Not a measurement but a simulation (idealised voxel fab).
Process module in this document: voxel self aligned vias
Square cells of 5 nm make up the cross-section cut, whose width is 275 nm.
A cross-section is written here as square cells arranged in a grid, and it is given in bands from the top down, each band taking up one or more rows of cells.
The entry gives the band's vertical extent as a top height and a bottom height in nm, then its horizontal make-up as materials from left to right, each with a width in nm. "air" stands for empty space; a single material marked "throughout" fills the band edge to edge.
Heights are reckoned from 0. Under this level, the received wafer is all of one material. The bottommost band is open-ended downward, for example "z 0 and below".
Width: "30..40" (first number = top row, second number = bottom row, same change from row to row of cells).
Basically "nothing different" means that step didn't change any cell in the cross-section.
Each empty space that has no open way to the top and spans at least 8 cells appears under "Sealed internal voids" as width x height at distance, the distance counted from the left edge, all in nm.
Step line, after settings: the simulator's comment on this step.
overlay nm: mask offset rightward from planned place, masked step; negative means leftward offset.

## The process steps that were planned are listed below
step 1: RECEIVE | material Si
step 2: CONFORMAL_DEP | material SiO2 | thk nm 15
step 3: CONFORMAL_DEP | material SiCN | thk nm 5
step 4: DIRECTIONAL_DEP | material SiO2 | thk nm 20
step 5: MASKED_ETCH | tone open | mask id LINES | width nm 30 | pitch nm 55 | etch materials SiO2 | depth nm 20 | overlay nm 0
step 6: CONFORMAL_DEP | material TiN | thk nm 5
step 7: FILL_DEP | material Ru | thk nm 10
step 8: CMP | height nm 40
step 9: SELECTIVE_ETCH | etch materials W Ru TiN | depth nm 10
step 10: FILL_DEP | material SiN | thk nm 10
step 11: CMP | height nm 40
step 12: DIRECTIONAL_DEP | material SiO2 | thk nm 20
step 13: PATTERN | tone open | mask id VIAS | material resist | width nm 40 | pitch nm 110 | thk nm 20 | overlay nm 0
step 14: DIRECTIONAL_ETCH | etch materials SiO2 | depth nm 20
step 15: DIRECTIONAL_ETCH | etch materials SiN | depth nm 10
step 16: STRIP | etch materials resist
step 17: CONFORMAL_DEP | material TiN | thk nm 5
step 18: FILL_DEP | material W | thk nm 5
step 19: CMP | height nm 60
step 20: CONFORMAL_DEP | material SiCN | thk nm 5

## Cross-section: wafer on arrival = after step 1
  z 0 and below = Si throughout
  Sealed internal voids: none

## Looking at the first of two wafers in cross-section at end of module - ran to plan
  z 65 to 60 = SiCN throughout
  z 60 to 45 = SiO2 60  TiN 5  W 30  TiN 5  SiO2 70  TiN 5  W 30  TiN 5  SiO2 65
  z 45 to 40 = SiO2 60  TiN 10  W 20  TiN 10  SiO2 70  TiN 10  W 20  TiN 10  SiO2 65
  z 40 to 35 = SiO2 65  TiN 5  W 20  TiN 5  SiO2 25  SiN 30  SiO2 25  TiN 5  W 20  TiN 5  SiO2 70
  z 35 to 30 = SiO2 65  TiN 30  SiO2 25  SiN 30  SiO2 25  TiN 30  SiO2 70
  z 30 to 25 = SiO2 65  TiN 5  Ru 20  TiN 5  SiO2 25  TiN 5  Ru 20  TiN 5  SiO2 25  TiN 5  Ru 20  TiN 5  SiO2 70
  z 25 to 20 = SiO2 65  TiN 30  SiO2 25  TiN 30  SiO2 25  TiN 30  SiO2 70
  z 20 to 15 = SiCN throughout
  z 15 to 0 = SiO2 throughout
  z 0 and below = Si throughout
  Sealed internal voids: none

## Same start, same plan as the first wafer - but one mistake in the run. Cross-section of the second of the two at the end of the module
  z 65 to 60 = SiCN throughout
  z 60 to 45 = SiO2 60  TiN 5  W 30  TiN 5  SiO2 70  TiN 5  W 30  TiN 5  SiO2 65
  z 45 to 40 = SiO2 60  TiN 15  W 10  TiN 15  SiO2 70  TiN 15  W 10  TiN 15  SiO2 65
  z 40 to 35 = SiO2 70  TiN 5  W 10  TiN 5  SiO2 35  SiN 20  SiO2 35  TiN 5  W 10  TiN 5  SiO2 75
  z 35 to 30 = SiO2 70  TiN 20  SiO2 35  SiN 20  SiO2 35  TiN 20  SiO2 75
  z 30 to 25 = SiO2 70  TiN 5  Ru 10  TiN 5  SiO2 35  TiN 5  Ru 10  TiN 5  SiO2 35  TiN 5  Ru 10  TiN 5  SiO2 75
  z 25 to 20 = SiO2 70  TiN 20  SiO2 35  TiN 20  SiO2 35  TiN 20  SiO2 75
  z 20 to 15 = SiCN throughout
  z 15 to 0 = SiO2 throughout
  z 0 and below = Si throughout
  Sealed internal voids: none
Where did the run depart from the plan? not per plan at step 5, really ran MASKED_ETCH | tone open | mask id LINES | width nm 20 | pitch nm 55 | etch materials SiO2 | depth nm 20 | overlay nm 0
Final tally in cells, some materials are higher or lower on the second wafer than on the first: Ru -6; SiN -4; SiO2 +24; TiN -6; W -8
